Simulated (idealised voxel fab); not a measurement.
Process module, titled voxel fin reveal
The figure presents cross-section cut, which has a width of 170 nm and is divided into square cells with an edge length of 5 nm.
Throughout this document, each cross-section is represented as a grid of square cells and is presented as a sequence of bands enumerated from the top downward, where a band comprises one or more rows of cells. The entry gives the band's vertical extent as a top height and a bottom height in nm, then its horizontal make-up as materials from left to right, each with a width in nm. "air" stands for empty space; a single material marked "full width" fills the band edge to edge. Counting heights begins at 0, where everything beneath is, in the wafer as received, one material. The lowest band has no bottom; it goes on downwards, as "0 nm and below" shows. A width such as "30 to 40" changes by the same amount from each row of cells to the next, from the band's top row to its bottom row. You'll sometimes find "no modification" written for a step, and that's the way of saying that nowhere in the cross-section did a cell change during that step. Reported under the label "Enclosed void list" are the empty spaces having no open way to the top and comprising 8 cells or more; the notation for each is width x height at distance, in which the distance is measured from the left edge and all three values are in nm. If you see something after the settings on a step's line, that's the simulator's own remark about that step. Among the settings permitted on a step's line is "overlay nm"; applied to a step with a mask, it specifies the extent to which the mask lay to the right of its planned position, whereas a negative figure signifies a position to the left.

## Process steps (planned)
1 RECEIVE [material Si]
2 CONFORMAL_DEP [material SiN] [thk nm 5]
3 PATTERN [tone cover] [mask id FINS] [material resist] [width nm 15] [pitch nm 35] [thk nm 15] [overlay nm 0]
4 DIRECTIONAL_ETCH [etch materials SiN] [depth nm 5]
5 DIRECTIONAL_ETCH [etch materials Si] [depth nm 40]
6 STRIP [etch materials resist]
7 OXIDIZE [depth nm 5]
8 FILL_DEP [material SiO2] [thk nm 5]
9 CMP [height nm 5]
10 SELECTIVE_ETCH [etch materials SiO2] [depth nm 30]
11 STRIP [etch materials SiN]
12 CONFORMAL_DEP [material HfO2] [thk nm 5]

## Cross-section of the wafer at receipt, which is the condition after step 1
* 0 nm and below | Si full width
* Enclosed void list: none

## Starting wafer: above. Plan: above. Run: one mistake. Cross-section after the module: below
* 5 nm to 0 nm | HfO2 (40), air (15), HfO2 (20), air (15), HfO2 (20), air (15), HfO2 (45)
* 0 nm to -20 nm | Si (35), HfO2 (5), air (15), HfO2 (5), Si (10), HfO2 (5), air (15), HfO2 (5), Si (10), HfO2 (5), air (15), HfO2 (5), Si (40)
* -20 nm to -25 nm | Si (35), HfO2 (25), Si (10), HfO2 (25), Si (10), HfO2 (25), Si (40)
* -25 nm to -45 nm | Si (35), SiO2 (25), Si (10), SiO2 (25), Si (10), SiO2 (25), Si (40)
* -45 nm and below | Si full width
* Enclosed void list: none
Where did the run depart from the plan? the process deviated at step 3: the operation and settings actually run there were PATTERN [tone open] [mask id FINS] [material resist] [width nm 15] [pitch nm 35] [thk nm 15] [overlay nm 0]
